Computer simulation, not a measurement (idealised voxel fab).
Documented hereafter: the process module known as voxel self aligned vias.
Square cell edge 5 nm, section width 230 nm, ID cut.
Throughout this document, each cross-section is represented as a grid of square cells and is presented as a sequence of bands enumerated from the top downward, where a band comprises one or more rows of cells.
Read a band's entry like this: the first values are the height of its top and the height of its bottom in nm, and what follows is the sequence of materials from left to right, each with its width in nm. Note that "empty" is empty space, and that a single material marked "edge to edge" reaches across the band from edge to edge.
Measure heights from 0. That's the level where, below it, the as-received wafer is all one material. The lowest band is bottomless and extends downward; write it as in "z 0 and below".
Quick explanation for "30->40": the width changes in equal steps down the rows of cells, from the first number in the band's top row to the second number in its bottom row.
Key: "no change" - step with no changed cell in the cross-section.
In the "Closed cavities" entry, you get each enclosed empty space of 8 cells or more, one with no open way to the top, written width x height at distance, distance from the left edge, in nm.
If you see something after the settings on a step's line, that's the simulator's own remark about that step.
A step line may carry the setting "overlay nm", which, for steps involving a mask, states the distance by which the mask lay to the right of its intended position; negative values denote displacement to the left.
Planned step list for the process
| 1 | op RECEIVE | material Si |
| 2 | op CONFORMAL_DEP | material SiO2 | thk nm 10 |
| 3 | op CONFORMAL_DEP | material SiCN | thk nm 5 |
| 4 | op DIRECTIONAL_DEP | material SiO2 | thk nm 30 |
| 5 | op DIRECTIONAL_DEP | material aC | thk nm 10 |
| 6 | op PATTERN | tone open | mask id LINES | material resist | width nm 20 | pitch nm 55 | thk nm 30 | overlay nm 0 |
| 7 | op DIRECTIONAL_ETCH | etch materials aC | depth nm 10 |
| 8 | op STRIP | etch materials resist |
| 9 | op DIRECTIONAL_ETCH | etch materials SiO2 | depth nm 30 |
| 10 | op STRIP | etch materials aC |
| 11 | op CONFORMAL_DEP | material TiN | thk nm 5 |
| 12 | op FILL_DEP | material Ru | thk nm 5 |
| 13 | op CMP | height nm 45 |
| 14 | op SELECTIVE_ETCH | etch materials W Ru TiN | depth nm 10 |
| 15 | op FILL_DEP | material SiN | thk nm 10 |
| 16 | op CMP | height nm 45 |
| 17 | op DIRECTIONAL_DEP | material SiO2 | thk nm 20 |
| 18 | op PATTERN | tone open | mask id VIAS | material resist | width nm 40 | pitch nm 110 | thk nm 20 | overlay nm 0 |
| 19 | op DIRECTIONAL_ETCH | etch materials SiO2 | depth nm 20 |
| 20 | op DIRECTIONAL_ETCH | etch materials SiN | depth nm 10 |
| 21 | op STRIP | etch materials resist |
| 22 | op CONFORMAL_DEP | material TiN | thk nm 5 |
| 23 | op FILL_DEP | material Cu | thk nm 10 |
| 24 | op CMP | height nm 65 |
| 25 | op CONFORMAL_DEP | material SiN | thk nm 5 |
as received, after step 1
z 0 and below  Si edge to edge
Closed cavities: none
Cross-section: first of two wafers, module finished, run according to plan
z 70 to 65  SiN edge to edge
z 65 to 50  SiO2 40 nm, then TiN 5 nm, then Cu 30 nm, then TiN 5 nm, then SiO2 70 nm, then TiN 5 nm, then Cu 30 nm, then TiN 5 nm, then SiO2 40 nm
z 50 to 45  SiO2 40 nm, then TiN 15 nm, then Cu 10 nm, then TiN 15 nm, then SiO2 70 nm, then TiN 15 nm, then Cu 10 nm, then TiN 15 nm, then SiO2 40 nm
z 45 to 40  SiO2 50 nm, then TiN 5 nm, then Cu 10 nm, then TiN 5 nm, then SiO2 35 nm, then SiN 20 nm, then SiO2 35 nm, then TiN 5 nm, then Cu 10 nm, then TiN 5 nm, then SiO2 50 nm
z 40 to 35  SiO2 50 nm, then TiN 20 nm, then SiO2 35 nm, then SiN 20 nm, then SiO2 35 nm, then TiN 20 nm, then SiO2 50 nm
z 35 to 20  SiO2 50 nm, then TiN 5 nm, then Ru 10 nm, then TiN 5 nm, then SiO2 35 nm, then TiN 5 nm, then Ru 10 nm, then TiN 5 nm, then SiO2 35 nm, then TiN 5 nm, then Ru 10 nm, then TiN 5 nm, then SiO2 50 nm
z 20 to 15  SiO2 50 nm, then TiN 20 nm, then SiO2 35 nm, then TiN 20 nm, then SiO2 35 nm, then TiN 20 nm, then SiO2 50 nm
z 15 to 10  SiCN edge to edge
z 10 to 0  SiO2 edge to edge
z 0 and below  Si edge to edge
Closed cavities: none
Second wafer through the module, sectioned at the end: same beginning and same plan as the first wafer, with one mistake in carrying it out
z 70 to 65  SiN edge to edge
z 65 to 45  SiO2 40 nm, then TiN 5 nm, then Cu 30 nm, then TiN 5 nm, then SiO2 70 nm, then TiN 5 nm, then Cu 30 nm, then TiN 5 nm, then SiO2 40 nm
z 45 to 40  SiO2 40 nm, then TiN 5 nm, then Cu 30 nm, then TiN 5 nm, then SiO2 25 nm, then SiN 20 nm, then SiO2 25 nm, then TiN 5 nm, then Cu 30 nm, then TiN 5 nm, then SiO2 40 nm
z 40 to 35  SiO2 40 nm, then TiN 40 nm, then SiO2 25 nm, then SiN 20 nm, then SiO2 25 nm, then TiN 40 nm, then SiO2 40 nm
z 35 to 25  SiO2 40 nm, then TiN 15 nm, then Ru 10 nm, then TiN 15 nm, then SiO2 25 nm, then TiN 5 nm, then Ru 10 nm, then TiN 5 nm, then SiO2 25 nm, then TiN 15 nm, then Ru 10 nm, then TiN 15 nm, then SiO2 40 nm
z 25 to 20  SiO2 50 nm, then TiN 5 nm, then Ru 10 nm, then TiN 5 nm, then SiO2 35 nm, then TiN 5 nm, then Ru 10 nm, then TiN 5 nm, then SiO2 35 nm, then TiN 5 nm, then Ru 10 nm, then TiN 5 nm, then SiO2 50 nm
z 20 to 15  SiO2 50 nm, then TiN 20 nm, then SiO2 35 nm, then TiN 20 nm, then SiO2 35 nm, then TiN 20 nm, then SiO2 50 nm
z 15 to 10  SiCN edge to edge
z 10 to 0  SiO2 edge to edge
z 0 and below  Si edge to edge
Closed cavities: none
Finding, execution versus plan: step 19 of the plan was executed twice over
Once processing is complete, comparing cell counts shows that the second wafer has more or fewer of certain materials than the first: Cu: 16 more | SiO2: 32 fewer | TiN: 16 more
